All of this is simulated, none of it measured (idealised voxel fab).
voxel air gaps: a process module
FYI the section here is cut, 195 nm wide, cells are 5 nm squares.
Cross-sections here: square-cell grids, written as top-down lists of bands, a band being one or more rows of cells. Per band: top height and bottom height in nm, followed by the left-to-right materials and their widths in nm; "everywhere" marks a single material spanning edge to edge, "air" marks empty space. All heights in this document are referenced to 0, defined as the level beneath which the wafer, as received, consists entirely of one material. The lowest band is not bounded below; it extends indefinitely downward and is written in the form "top 0, no bottom". Graded width ("30->40"): value in top row of band = first number; value in bottom row = second number; row-to-row change constant. The designation "remained the same", where it is given for a processing step, indicates that no cell of the cross-section was altered in the course of that step. This entry, "Encapsulated voids", enumerates those empty regions of no fewer than 8 cells that possess no open connection to the top. Each region is reported in the form width x height at distance, the distance being taken from the left edge, with all three quantities expressed in nm. Past the settings on a step's line: simulator remark, on that step. The "overlay nm" setting may appear on a step's line; for a step that uses a mask, it gives how far to the right of its planned position the mask lay, and a negative value indicates the left.

# Steps planned for the process
1) RECEIVE, material Si
2) CONFORMAL_DEP, material SiO2, thk nm 10
3) CONFORMAL_DEP, material SiN, thk nm 5
4) DIRECTIONAL_DEP, material SiO2, thk nm 35
5) MASKED_ETCH, tone open, mask id LINES, width nm 15, pitch nm 40, etch materials SiO2, depth nm 35, overlay nm 0
6) CONFORMAL_DEP, material TiN, thk nm 5
7) FILL_DEP, material W, thk nm 10
8) CMP, height nm 50
9) EPI, material Ru, thk nm 10
10) SELECTIVE_ETCH, etch materials SiO2, depth nm 45
11) CONFORMAL_DEP, material SiN, thk nm 5

# As-received wafer cross-section (after step 1)
* top 0, no bottom | Si everywhere
* Encapsulated voids: none

# Result of the module, cross-sectioned: start per above, plan per above, one error in how it was run
* top 65, bottom 60 | 30 air, 135 SiN, 30 air
* top 60, bottom 50 | 30 air, 5 SiN, 125 Ru, 5 SiN, 30 air
* top 50, bottom 45 | 30 air, 15 SiN, 5 TiN, 15 W, 5 TiN, 15 SiO2, 5 TiN, 15 W, 5 TiN, 15 SiO2, 5 TiN, 15 W, 5 TiN, 15 SiN, 30 air
* top 45, bottom 20 | 40 air, 5 SiN, 5 TiN, 15 W, 5 TiN, 15 SiO2, 5 TiN, 15 W, 5 TiN, 15 SiO2, 5 TiN, 15 W, 5 TiN, 5 SiN, 40 air
* top 20, bottom 15 | 45 SiN, 25 TiN, 15 SiO2, 25 TiN, 15 SiO2, 25 TiN, 45 SiN
* top 15, bottom 10 | SiN everywhere
* top 10, bottom 0 | SiO2 everywhere
* top 0, no bottom | Si everywhere
* Encapsulated voids: none
Want to know what went wrong? not per plan at step 5, really ran MASKED_ETCH, tone open, mask id LINES, width nm 25, pitch nm 40, etch materials SiO2, depth nm 35, overlay nm 0
